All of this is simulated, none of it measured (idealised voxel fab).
Process module heading - voxel double patterning
Pictured: cross-section cut, 295 nm wide, on a grid of 5 nm square cells.
We lay out every cross-section as a grid of square cells and spell it out in bands from the top down, where one band means one or more rows of cells. Band: top and bottom heights (nm) first, top before bottom; then materials from left to right, widths in nm. "full width" marks a sole material filling the band edge to edge. "air" denotes empty space. Below 0: as-received wafer, all one material; heights counted from there. Lowest band: no bottom, goes on down, written "0 -> down". A width given as "30->40" starts at the first number in the band's top row and ends at the second number in its bottom row, shifting by an equal amount at every step from row to row. You'll sometimes find "changes: none" written for a step, and that's the way of saying that nowhere in the cross-section did a cell change during that step. Basically, "Closed void table" tells you about the enclosed voids: empty spaces with no open way to the top, 8 cells or bigger, each written width x height at distance, where distance is from the left edge, all in nm. Read whatever lies past the settings on a step's line as the simulator's own remark about the step. A step line may carry the setting "overlay nm", which, for steps involving a mask, states the distance by which the mask lay to the right of its intended position; negative values denote displacement to the left.
-- Steps in the process plan
1,RECEIVE (material Si)
2,CONFORMAL_DEP (material SiN; thk nm 10)
3,DIRECTIONAL_DEP (material SiO2; thk nm 20)
4,DIRECTIONAL_DEP (material SiCN; thk nm 10)
5,PATTERN (tone open; mask id FIRST; material resist; width nm 15; pitch nm 50; thk nm 15; overlay nm 0)
6,DIRECTIONAL_ETCH (etch materials SiCN; depth nm 10)
7,STRIP (etch materials resist)
8,DIRECTIONAL_DEP (material aC; thk nm 15)
9,PATTERN (tone open; mask id SECOND; material resist; width nm 15; thk nm 35; overlay nm 0)
10,DIRECTIONAL_ETCH (etch materials aC; depth nm 15)
11,STRIP (etch materials resist)
12,DIRECTIONAL_ETCH (etch materials SiCN; depth nm 10)
13,STRIP (etch materials aC)
14,DIRECTIONAL_ETCH (etch materials SiO2; depth nm 20)
15,STRIP (etch materials SiCN)
For clarity, it should be stated that the wafers under discussion commence in an identical condition and differ with respect to the width nm of step 9, the plan indicating the value that the first wafer had.
-- Cross-section of the first of several wafers on receipt, reflecting completion of step 1
* 0 -> down | Si full width
* Closed void table: none
-- Depicted here is the first of several wafers in cross-section, at module completion following the last step, step 15
* 30 -> 10 | SiO2=115 | air=15 | SiO2=10 | air=15 | SiO2=10 | air=15 | SiO2=115
* 10 -> 0 | SiN full width
* 0 -> down | Si full width
* Closed void table: none
-- So this is the cross-section on the last wafer at the end of the module
* 30 -> 10 | SiO2=115 | air=15 | SiO2=5 | air=45 | SiO2=115
* 10 -> 0 | SiN full width
* 0 -> down | Si full width
* Closed void table: none
-- Per wafer, end of module: cells gained (+) or lost (-) per material since receipt, then closed voids
width nm 15; +118 SiN; +200 SiO2; Closed void table: none
width nm 20; +118 SiN; +196 SiO2; Closed void table: none
width nm 25; +118 SiN; +192 SiO2; Closed void table: none
width nm 30; +118 SiN; +188 SiO2; Closed void table: none
